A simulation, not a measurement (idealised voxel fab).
Proc. module: voxel self aligned contacts
Pictured: cross-section cut, 280 nm wide, on a grid of 5 nm square cells.
This document writes a cross-section as a grid whose cells are square, and gives it as bands, listed from the top down; one or more rows of cells form a band.
Quick guide to a band line: top height, bottom height (nm) up front; then every material left to right with its width in nm. Only one material and it's marked "full width"? Then it fills the band edge to edge. And "blank" just means empty space.
We count height from 0. Below that, the starting wafer is all one material. The lowest band never ends at the bottom but goes on down; see "from 0 down" for how that is written.
The expression "30 to 40" gives the width at the extremes of the band, the first number at its top row of cells and the second at its bottom row, with the width changing by equal amounts from each row to the next in between.
Where a step carries "no change occurred", the cross-section came out of it unchanged, cell for cell.
In "Closed internal cavities" the enclosed voids are listed, meaning empty spaces of 8 cells or larger without any opening to the top. The form is width x height at distance, distance from the left edge, units nm.
Past the settings on a step's line: simulator remark, on that step.
overlay nm: for a step with a mask, the amount by which the mask lay right of where it was planned; a negative amount means left of it.

Planned step list for the process
1: RECEIVE (material Si)
2: CONFORMAL_DEP (material SiO2; thk nm 5)
3: DIRECTIONAL_DEP (material polySi; thk nm 20)
4: DIRECTIONAL_DEP (material SiN; thk nm 15)
5: PATTERN (tone cover; mask id GATE; material resist; width nm 25; pitch nm 50; thk nm 20; overlay nm 0)
6: DIRECTIONAL_ETCH (etch materials SiN; depth nm 15)
7: DIRECTIONAL_ETCH (etch materials polySi; depth nm 20)
8: STRIP (etch materials resist)
9: CONFORMAL_DEP (material SiN; thk nm 5)
10: DIRECTIONAL_ETCH (etch materials SiN; depth nm 5)
11: FILL_DEP (material SiO2; thk nm 15)
12: CMP (height nm 45)
13: MASKED_ETCH (tone open; mask id CONTACT; width nm 35; etch materials SiO2; depth nm 45; overlay nm 0)
14: CONFORMAL_DEP (material TiN; thk nm 5)
15: FILL_DEP (material W; thk nm 10)
16: CMP (height nm 45)
17: CONFORMAL_DEP (material SiCN; thk nm 5)

Cross-section: wafer on arrival = after step 1
    from 0 down = Si full width
    Closed internal cavities: none

The module was run from the start shown above using the plan shown above, but one mistake was made doing it; the resulting wafer cross-section is below
    from 50 to 45 = SiCN full width
    from 45 to 40 = 120 nm SiO2 / 15 nm TiN / 5 nm W / 15 nm TiN / 125 nm SiO2
    from 40 to 25 = 95 nm SiO2 / 35 nm SiN / 5 nm TiN / 5 nm W / 5 nm TiN / 35 nm SiN / 100 nm SiO2
    from 25 to 20 = 130 nm SiO2 / 15 nm TiN / 135 nm SiO2
    from 20 to 0 = polySi full width
    from 0 down = Si full width
    Closed internal cavities: none
What went wrong in running the wafer? so 2 and 3 got swapped relative to the plan, each ran where the other was supposed to
